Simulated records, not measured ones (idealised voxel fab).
This is a process module. Its name is voxel self aligned contacts.
FYI the section here is cut, 235 nm wide, cells are 5 nm squares.
How to read a cross-section here: the picture is a grid of square cells, written as bands going from the top down, and any band can span one or more rows of cells.
Look at the band entry: it leads with the top's height and the bottom's height in nm. Then it lists the materials left to right, with a width in nm for each. The word "all across" on a single material says that material fills the band edge to edge. The word "air" is empty space.
Counting heights begins at 0, where everything beneath is, in the wafer as received, one material. The lowest band has no bottom; it goes on downwards, as "top 0, no bottom" shows.
Think of "30->40" as a width that walks from the first number to the second as you go down the band, top row to bottom row, taking equal-sized steps from row to row.
Where the words "no alterations made" appear for a step, the cross-section shows no cell changed by that step; every cell remained as before.
Empty spaces without an open route to the top, at least 8 cells in extent, make up the entry "Closed internal cavities"; each is given as width x height at distance, where the distance is measured from the left edge, and all are in nm.
Anything after a step's settings on that line? It's the simulator's own note about the step.
overlay nm: right-of-plan distance of the mask on a masked step; negative values mean left-of-plan.
# Process steps (planned)
1. RECEIVE,material Si
2. OXIDIZE,depth nm 5
3. DIRECTIONAL_DEP,material polySi,thk nm 20
4. DIRECTIONAL_DEP,material SiN,thk nm 20
5. MASKED_ETCH,tone cover,mask id GATE,width nm 20,pitch nm 70,etch materials SiN,depth nm 20,overlay nm 0
6. MASKED_ETCH,tone cover,mask id GATE,width nm 30,pitch nm 70,etch materials polySi,depth nm 20,overlay nm 0
7. CONFORMAL_DEP,material SiN,thk nm 10
8. DIRECTIONAL_ETCH,etch materials SiN,depth nm 10
9. FILL_DEP,material SiO2,thk nm 10
10. CMP,height nm 45
11. DIRECTIONAL_DEP,material aC,thk nm 10
12. PATTERN,tone open,mask id CONTACT,material resist,width nm 50,thk nm 30,overlay nm 0
13. DIRECTIONAL_ETCH,etch materials aC,depth nm 10
14. STRIP,etch materials resist
15. DIRECTIONAL_ETCH,etch materials SiO2,depth nm 50
16. STRIP,etch materials aC
17. CONFORMAL_DEP,material TiN,thk nm 5
18. FILL_DEP,material Ru,thk nm 10
19. CMP,height nm 45
20. CONFORMAL_DEP,material SiN,thk nm 5
Heads up: all these wafers start the same, and what changes between them is the width nm in step 5. The value you see in the plan is just what the first wafer got.
# Cross-section of the first of several wafers on receipt, reflecting completion of step 1
* top 0, no bottom = Si all across
* Closed internal cavities: none
# first wafer at the end, after step 20
* top 50, bottom 45 = SiN all across
* top 45, bottom 40 = 90 nm SiO2, 15 nm TiN, 20 nm Ru, 15 nm TiN, 95 nm SiO2
* top 40, bottom 25 = 60 nm SiO2, 40 nm SiN, 5 nm TiN, 20 nm Ru, 5 nm TiN, 40 nm SiN, 65 nm SiO2
* top 25, bottom 20 = 60 nm SiO2, 40 nm SiN, 10 nm TiN, 10 nm Ru, 10 nm TiN, 40 nm SiN, 65 nm SiO2
* top 20, bottom 0 = 55 nm SiO2, 10 nm SiN, 30 nm polySi, 10 nm SiN, 5 nm TiN, 10 nm Ru, 5 nm TiN, 10 nm SiN, 30 nm polySi, 10 nm SiN, 60 nm SiO2
* top 0, bottom -5 = 105 nm SiO2, 20 nm TiN, 110 nm SiO2
* top -5, no bottom = Si all across
* Closed internal cavities: none
# Cross-section at module completion, last wafer
* top 50, bottom 45 = SiN all across
* top 45, bottom 40 = 90 nm SiO2, 50 nm TiN, 95 nm SiO2
* top 40, bottom 20 = 50 nm SiO2, 65 nm SiN, 5 nm TiN, 65 nm SiN, 50 nm SiO2
* top 20, bottom 0 = 50 nm SiO2, 10 nm SiN, 45 nm polySi, 10 nm SiN, 5 nm TiN, 10 nm SiN, 45 nm polySi, 10 nm SiN, 50 nm SiO2
* top 0, bottom -5 = 115 nm SiO2, 5 nm TiN, 115 nm SiO2
* top -5, no bottom = Si all across
* Closed internal cavities: none
# Per wafer, end of module: cells gained (+) or lost (-) per material since receipt, then closed voids
width nm 20 | +26 Ru | -47 Si | +143 SiN | +272 SiO2 | +28 TiN | +48 polySi | Closed internal cavities: none
width nm 25 | +22 Ru | -47 Si | +151 SiN | +268 SiO2 | +28 TiN | +48 polySi | Closed internal cavities: none
width nm 30 | +18 Ru | -47 Si | +159 SiN | +264 SiO2 | +28 TiN | +48 polySi | Closed internal cavities: none
width nm 35 | +9 Ru | -47 Si | +167 SiN | +257 SiO2 | +28 TiN | +56 polySi | Closed internal cavities: none
width nm 40 | -47 Si | +175 SiN | +250 SiO2 | +28 TiN | +64 polySi | Closed internal cavities: none
width nm 45 | -47 Si | +183 SiN | +243 SiO2 | +19 TiN | +72 polySi | Closed internal cavities: none
